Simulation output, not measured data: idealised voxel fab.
Module name: voxel self aligned vias (process module)
The cross-section shown here is cut; it is 285 nm wide and divided into square cells measuring 5 nm on a side.
A cross-section is written here as square cells arranged in a grid, and it is given in bands from the top down, each band taking up one or more rows of cells. For a band, the entry starts with two heights in nm, that of the top and then that of the bottom, and carries on with the band's materials in order from left to right, each alongside its width in nm; the word "full width" beside a single material means it fills the band edge to edge, and "empty" means empty space. Height is counted from the level 0, under which the received wafer is composed throughout of one material. The lowest of the bands is not closed at the bottom but continues downward, in the notation "from 0 down". Note: "30->40" means the width goes from the first number (top row of the band) to the second number (bottom row) in equal steps per row of cells. Basically "all unchanged" means that step didn't change any cell in the cross-section. "Sealed void inventory" enumerates empty spaces isolated from the top, with no open way to it, that contain at least 8 cells, giving each as width x height at distance from the left edge, all three in nm. Step line, after settings: the simulator's comment on this step. Regarding "overlay nm": on a step with a mask, it is the distance the mask lay to the right of its planned place; a negative value places it to the left.
**The following list gives the planned process steps**
1: RECEIVE [material Si]
2: CONFORMAL_DEP [material SiO2] [thk nm 10]
3: CONFORMAL_DEP [material SiCN] [thk nm 5]
4: DIRECTIONAL_DEP [material SiO2] [thk nm 25]
5: DIRECTIONAL_DEP [material aC] [thk nm 10]
6: PATTERN [tone open] [mask id LINES] [material resist] [width nm 30] [pitch nm 75] [thk nm 30] [overlay nm 0]
7: DIRECTIONAL_ETCH [etch materials aC] [depth nm 10]
8: STRIP [etch materials resist]
9: DIRECTIONAL_ETCH [etch materials SiO2] [depth nm 25]
10: STRIP [etch materials aC]
11: CONFORMAL_DEP [material TiN] [thk nm 5]
12: FILL_DEP [material Ru] [thk nm 10]
13: CMP [height nm 40]
14: SELECTIVE_ETCH [etch materials W Ru TiN] [depth nm 10]
15: FILL_DEP [material SiN] [thk nm 10]
16: CMP [height nm 40]
17: DIRECTIONAL_DEP [material SiO2] [thk nm 15]
18: PATTERN [tone open] [mask id VIAS] [material resist] [width nm 50] [thk nm 15] [overlay nm 0]
19: DIRECTIONAL_ETCH [etch materials SiO2] [depth nm 15]
20: DIRECTIONAL_ETCH [etch materials SiN] [depth nm 10]
21: STRIP [etch materials resist]
22: CONFORMAL_DEP [material TiN] [thk nm 5]
23: FILL_DEP [material Ru] [thk nm 10]
24: CMP [height nm 55]
25: CONFORMAL_DEP [material SiCN] [thk nm 5]
**Cross-section of the wafer upon arrival, representing the state reached after step 1**
	from 0 down = Si full width
	Sealed void inventory: none
**Module complete, cross-section. Starting point and plan per above. One mistake made in running the module**
	from 60 to 55 = SiCN full width
	from 55 to 45 = Ru full width
	from 45 to 40 = TiN=95 | Ru=20 | TiN=55 | Ru=20 | TiN=95
	from 40 to 35 = SiO2=90 | TiN=5 | Ru=20 | TiN=5 | SiO2=45 | TiN=5 | Ru=20 | TiN=5 | SiO2=90
	from 35 to 30 = SiO2=90 | TiN=30 | SiO2=45 | TiN=30 | SiO2=90
	from 30 to 20 = SiO2=90 | TiN=5 | Ru=20 | TiN=5 | SiO2=45 | TiN=5 | Ru=20 | TiN=5 | SiO2=90
	from 20 to 15 = SiO2=90 | TiN=30 | SiO2=45 | TiN=30 | SiO2=90
	from 15 to 10 = SiCN full width
	from 10 to 0 = SiO2 full width
	from 0 down = Si full width
	Sealed void inventory: none
Here's what went sideways: the plan's step 18 was left out and never carried out
